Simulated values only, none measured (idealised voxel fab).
The process module that follows is named voxel gate over fins.
Square cell edge 5 nm, section width 240 nm, ID cut.
We lay out every cross-section as a grid of square cells and spell it out in bands from the top down, where one band means one or more rows of cells. What a band's entry tells you: where the top is and where the bottom is, as heights in nm, and after that what lies inside, material by material from left to right, each with its width in nm. Empty space is written as the word "empty", and a single material marked with the word "everywhere" occupies the band from edge to edge. Beneath 0, the wafer as received is one material, and that level is where height counting begins. The lowest band goes on downward without a bottom; it is written like "0..down". The width entry "30..40" should be interpreted row by row: the top row of cells in the band takes the first number, the bottom row takes the second number, and the change between adjacent rows is uniform throughout. Take "no change" at face value: in the step it is given for, the cross-section changed in none of its cells. Look at "Voids, sealed" for the closed voids: empty spaces with no open path to the top, sized 8 cells or up. Each is width x height at distance, distance from the left edge, all nm. Where a step's line continues beyond its settings, the continuation is a remark by the simulator itself on that step. The setting "overlay nm" may be written on the line of a step. When the step uses a mask, the value reports how far to the right of the planned place the mask lay, and a negative value reports that it lay to the left.

[Steps planned for the process]
1) RECEIVE with material Si
2) CONFORMAL_DEP with material SiN, thk nm 5
3) PATTERN with tone cover, mask id FINS, material resist, width nm 15, pitch nm 55, thk nm 20, overlay nm 0
4) DIRECTIONAL_ETCH with etch materials SiN, depth nm 5
5) DIRECTIONAL_ETCH with etch materials Si, depth nm 35
6) STRIP with etch materials resist
7) OXIDIZE with depth nm 5
8) FILL_DEP with material SiO2, thk nm 15
9) CMP with height nm 5
10) MASKED_ETCH with tone open, mask id RAIL, width nm 15, etch materials SiO2, depth nm 35, overlay nm 0
11) CONFORMAL_DEP with material TiN, thk nm 5
12) FILL_DEP with material Ru, thk nm 10
13) CMP with height nm 5
14) SELECTIVE_ETCH with etch materials W Ru TiN, depth nm 25
15) FILL_DEP with material SiO2, thk nm 5
16) CMP with height nm 5
17) SELECTIVE_ETCH with etch materials SiO2, depth nm 15
18) STRIP with etch materials SiN
19) CONFORMAL_DEP with material HfO2, thk nm 5
20) CONFORMAL_DEP with material TiN, thk nm 5
21) CONFORMAL_DEP with material TiAl, thk nm 5
22) CONFORMAL_DEP with material TiN, thk nm 5
23) FILL_DEP with material W, thk nm 10
24) CMP with height nm 25
25) CONFORMAL_DEP with material SiCN, thk nm 10

[Cross-section of the wafer at receipt, which is the condition after step 1]
  0..down: Si everywhere
  Voids, sealed: none

[Module complete - cross-section of the first of two wafers, run according to plan]
  35..25: SiCN everywhere
  25..20: W everywhere
  20..15: 70 W / 45 TiN / 10 W / 45 TiN / 70 W
  15..10: 70 W / 5 TiN / 35 TiAl / 5 TiN / 10 W / 5 TiN / 35 TiAl / 5 TiN / 70 W
  10..5: 75 TiN / 5 TiAl / 25 TiN / 5 TiAl / 20 TiN / 5 TiAl / 25 TiN / 5 TiAl / 75 TiN
  5..0: 80 TiAl / 5 TiN / 15 HfO2 / 5 TiN / 30 TiAl / 5 TiN / 15 HfO2 / 5 TiN / 80 TiAl
  0..-5: 85 TiN / 5 HfO2 / 5 Si / 5 HfO2 / 40 TiN / 5 HfO2 / 5 Si / 5 HfO2 / 85 TiN
  -5..-10: 90 HfO2 / 5 Si / 50 HfO2 / 5 Si / 90 HfO2
  -10..-20: 90 SiO2 / 5 Si / 50 SiO2 / 5 Si / 90 SiO2
  -20..-25: 90 SiO2 / 5 Si / 15 SiO2 / 5 TiN / 5 Ru / 5 TiN / 20 SiO2 / 5 Si / 90 SiO2
  -25..-30: 90 SiO2 / 5 Si / 15 SiO2 / 15 TiN / 20 SiO2 / 5 Si / 90 SiO2
  -30..-40: 90 SiO2 / 5 Si / 50 SiO2 / 5 Si / 90 SiO2
  -40..down: Si everywhere
  Voids, sealed: none

[End of module, second wafer, cross-section. Started like the first, planned like the first, run with one mistake]
  35..25: SiCN everywhere
  25..20: W everywhere
  20..15: 70 W / 45 TiN / 10 W / 45 TiN / 70 W
  15..10: 70 W / 5 TiN / 35 TiAl / 5 TiN / 10 W / 5 TiN / 35 TiAl / 5 TiN / 70 W
  10..5: 75 TiN / 5 TiAl / 25 TiN / 5 TiAl / 20 TiN / 5 TiAl / 25 TiN / 5 TiAl / 75 TiN
  5..0: 80 TiAl / 5 TiN / 15 HfO2 / 5 TiN / 30 TiAl / 5 TiN / 15 HfO2 / 5 TiN / 80 TiAl
  0..-5: 85 TiN / 5 HfO2 / 5 Si / 5 HfO2 / 40 TiN / 5 HfO2 / 5 Si / 5 HfO2 / 85 TiN
  -5..-10: 90 HfO2 / 5 Si / 50 HfO2 / 5 Si / 90 HfO2
  -10..-20: 90 SiO2 / 5 Si / 50 SiO2 / 5 Si / 90 SiO2
  -20..-25: 90 SiO2 / 5 Si / 10 SiO2 / 5 TiN / 5 Ru / 5 TiN / 25 SiO2 / 5 Si / 90 SiO2
  -25..-30: 90 SiO2 / 5 Si / 10 SiO2 / 15 TiN / 25 SiO2 / 5 Si / 90 SiO2
  -30..-40: 90 SiO2 / 5 Si / 50 SiO2 / 5 Si / 90 SiO2
  -40..down: Si everywhere
  Voids, sealed: none
Finding, execution versus plan: step 10 ran with different settings than intended, the actual operation and settings being MASKED_ETCH with tone open, mask id RAIL, width nm 15, etch materials SiO2, depth nm 35, overlay nm -5
Matching per-material cell counts, mismatched positions: that is how the second wafer compares with the first at the end.
